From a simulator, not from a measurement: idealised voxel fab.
Documented hereafter: the process module known as voxel transistor to metal.
Each square cell in cross-section cut measures 5 nm, and the section as a whole is 215 nm wide.
In what follows, cross-sections appear as grids of square cells, described through bands that run from the top down, where every band is one or more rows of cells. Heights first: top, then bottom, in nm. Then materials, left to right, each with a width in nm. "full width" on a single material: fills the band edge to edge. "empty": empty space. A quick word on heights: they are counted from 0, and under that level the wafer as it came to us is one material throughout. The lowest band is different from the rest in having no bottom; it simply continues downward, written as in "z 0 and below". Per-row width for "30 to 40": begins at first number (top row of band), ends at second number (bottom row), increment between rows held constant. What does "same as before" mean for a step? It means no cell of the cross-section changed in that step. So "Trapped cavities" is basically the list of trapped voids: any empty space of 8 cells or more that can't reach the top through an opening. They're written width x height at distance, the distance being from the left edge, and it's all nm. What comes after the settings on a step's line is commentary from the simulator itself on that step. When a step includes a mask, the "overlay nm" setting on its line states how far to the right of its planned place that mask lay, and negative values state how far to the left.
## Planned step list for the process
1: RECEIVE with material Si
2: CONFORMAL_DEP with material SiO2, thk nm 5
3: CONFORMAL_DEP with material SiN, thk nm 10
4: PATTERN with tone cover, mask id ACTIVE, material resist, width nm 110, thk nm 15, overlay nm 0
5: DIRECTIONAL_ETCH with etch materials SiN, depth nm 10
6: DIRECTIONAL_ETCH with etch materials SiO2, depth nm 5
7: DIRECTIONAL_ETCH with etch materials Si, depth nm 20
8: STRIP with etch materials resist
9: OXIDIZE with depth nm 5
10: FILL_DEP with material SiO2, thk nm 15
11: CMP with height nm 15
12: SELECTIVE_ETCH with etch materials SiO2, depth nm 5
13: STRIP with etch materials SiN
14: SELECTIVE_ETCH with etch materials SiO2, depth nm 5
15: OXIDIZE with depth nm 5
16: DIRECTIONAL_DEP with material polySi, thk nm 30
17: DIRECTIONAL_DEP with material SiCN, thk nm 10
18: PATTERN with tone cover, mask id GATE, material resist, width nm 20, thk nm 15, overlay nm 0
19: DIRECTIONAL_ETCH with etch materials SiCN, depth nm 20
20: DIRECTIONAL_ETCH with etch materials polySi, depth nm 40
21: STRIP with etch materials resist
22: CONFORMAL_DEP with material SiN, thk nm 10
23: DIRECTIONAL_ETCH with etch materials SiN, depth nm 10
24: DIRECTIONAL_ETCH with etch materials SiO2, depth nm 5
25: DIRECTIONAL_ETCH with etch materials Si, depth nm 10
26: EPI with material pSi, thk nm 10
27: FILL_DEP with material SiO2, thk nm 5
28: CMP with height nm 40
29: DIRECTIONAL_DEP with material SiO2, thk nm 10
30: PATTERN with tone open, mask id CONTACT, material resist, width nm 20, pitch nm 80, thk nm 20, overlay nm 0
31: DIRECTIONAL_ETCH with etch materials SiO2, depth nm 55
32: STRIP with etch materials resist
33: CONFORMAL_DEP with material TiN, thk nm 5
34: FILL_DEP with material Ru, thk nm 5
35: CMP with height nm 50
36: CONFORMAL_DEP with material SiCN, thk nm 5
37: DIRECTIONAL_DEP with material lowk, thk nm 20
38: PATTERN with tone open, mask id METAL_1, material resist, width nm 20, pitch nm 80, thk nm 15, overlay nm 0
39: DIRECTIONAL_ETCH with etch materials lowk, depth nm 20
40: DIRECTIONAL_ETCH with etch materials SiCN, depth nm 5
41: STRIP with etch materials resist
42: CONFORMAL_DEP with material TiN, thk nm 5
43: FILL_DEP with material Cu, thk nm 10
44: CMP with height nm 75
45: CONFORMAL_DEP with material SiCN, thk nm 5
46: DIRECTIONAL_DEP with material SiO2, thk nm 35
47: DIRECTIONAL_DEP with material aC, thk nm 15
48: PATTERN with tone open, mask id METAL_2_HOLES, material resist, width nm 15, pitch nm 80, thk nm 35, overlay nm 0
49: DIRECTIONAL_ETCH with etch materials aC, depth nm 15
50: STRIP with etch materials resist
51: DIRECTIONAL_ETCH with etch materials SiO2, depth nm 35
52: STRIP with etch materials aC
53: MASKED_ETCH with tone open, mask id METAL_2, width nm 20, pitch nm 80, etch materials SiO2, depth nm 20, overlay nm 0
54: MASKED_ETCH with tone open, mask id METAL_2, width nm 20, pitch nm 80, etch materials SiCN, depth nm 5, overlay nm 0
55: CONFORMAL_DEP with material TiN, thk nm 5
56: FILL_DEP with material Ru, thk nm 5
57: CMP with height nm 115
58: CONFORMAL_DEP with material SiCN, thk nm 5
## Wafer at receipt (post step 1), cross-section
    z 0 and below: Si full width
    Trapped cavities: none
## a wafer at the end: this start, this plan, one mistake
    z 120 to 115: SiCN full width
    z 115 to 100: SiO2: 55 / TiN: 5 / Ru: 10 / TiN: 5 / SiO2: 60 / TiN: 5 / Ru: 10 / TiN: 5 / SiO2: 60
    z 100 to 95: SiO2: 55 / TiN: 5 / Ru: 5 / TiN: 10 / SiO2: 60 / TiN: 5 / Ru: 5 / TiN: 10 / SiO2: 60
    z 95 to 80: SiO2: 55 / TiN: 5 / Ru: 5 / TiN: 5 / SiO2: 65 / TiN: 5 / Ru: 5 / TiN: 5 / SiO2: 65
    z 80 to 75: SiCN: 55 / TiN: 15 / SiCN: 65 / TiN: 15 / SiCN: 65
    z 75 to 55: lowk: 55 / TiN: 5 / Cu: 10 / TiN: 5 / lowk: 60 / TiN: 5 / Cu: 10 / TiN: 5 / lowk: 60
    z 55 to 50: SiCN: 55 / TiN: 20 / SiCN: 60 / TiN: 20 / SiCN: 60
    z 50 to 40: SiO2: 55 / TiN: 5 / Ru: 10 / TiN: 5 / SiO2: 60 / TiN: 5 / Ru: 10 / TiN: 5 / SiO2: 60
    z 40 to 30: SiO2: 55 / TiN: 5 / Ru: 10 / TiN: 5 / SiO2: 15 / SiN: 10 / SiCN: 20 / SiN: 10 / SiO2: 5 / TiN: 5 / Ru: 10 / TiN: 5 / SiO2: 60
    z 30 to 10: SiO2: 55 / TiN: 5 / Ru: 10 / TiN: 5 / SiO2: 15 / SiN: 10 / polySi: 20 / SiN: 10 / SiO2: 5 / TiN: 5 / Ru: 10 / TiN: 5 / SiO2: 60
    z 10 to 5: SiO2: 55 / TiN: 5 / Ru: 10 / TiN: 5 / SiO2: 15 / SiN: 10 / polySi: 20 / SiN: 10 / SiO2: 5 / TiN: 10 / Ru: 5 / TiN: 5 / SiO2: 60
    z 5 to 0: SiO2: 45 / SiN: 10 / TiN: 5 / Ru: 10 / TiN: 5 / SiO2: 5 / pSi: 10 / SiN: 10 / polySi: 20 / SiN: 10 / pSi: 10 / TiN: 5 / Ru: 5 / TiN: 5 / SiN: 10 / SiO2: 50
    z 0 to -5: SiO2: 55 / TiN: 20 / SiO2: 5 / pSi: 10 / SiO2: 40 / pSi: 10 / TiN: 15 / SiO2: 60
    z -5 to -15: SiO2: 55 / pSi: 35 / Si: 40 / pSi: 25 / SiO2: 60
    z -15 to -25: SiO2: 55 / Si: 100 / SiO2: 60
    z -25 and below: Si full width
    Trapped cavities: none
Processing error: it should be noted that step 18 was executed with settings other than those planned, the operation and settings actually applied being PATTERN with tone cover, mask id GATE, material resist, width nm 20, thk nm 15, overlay nm 5
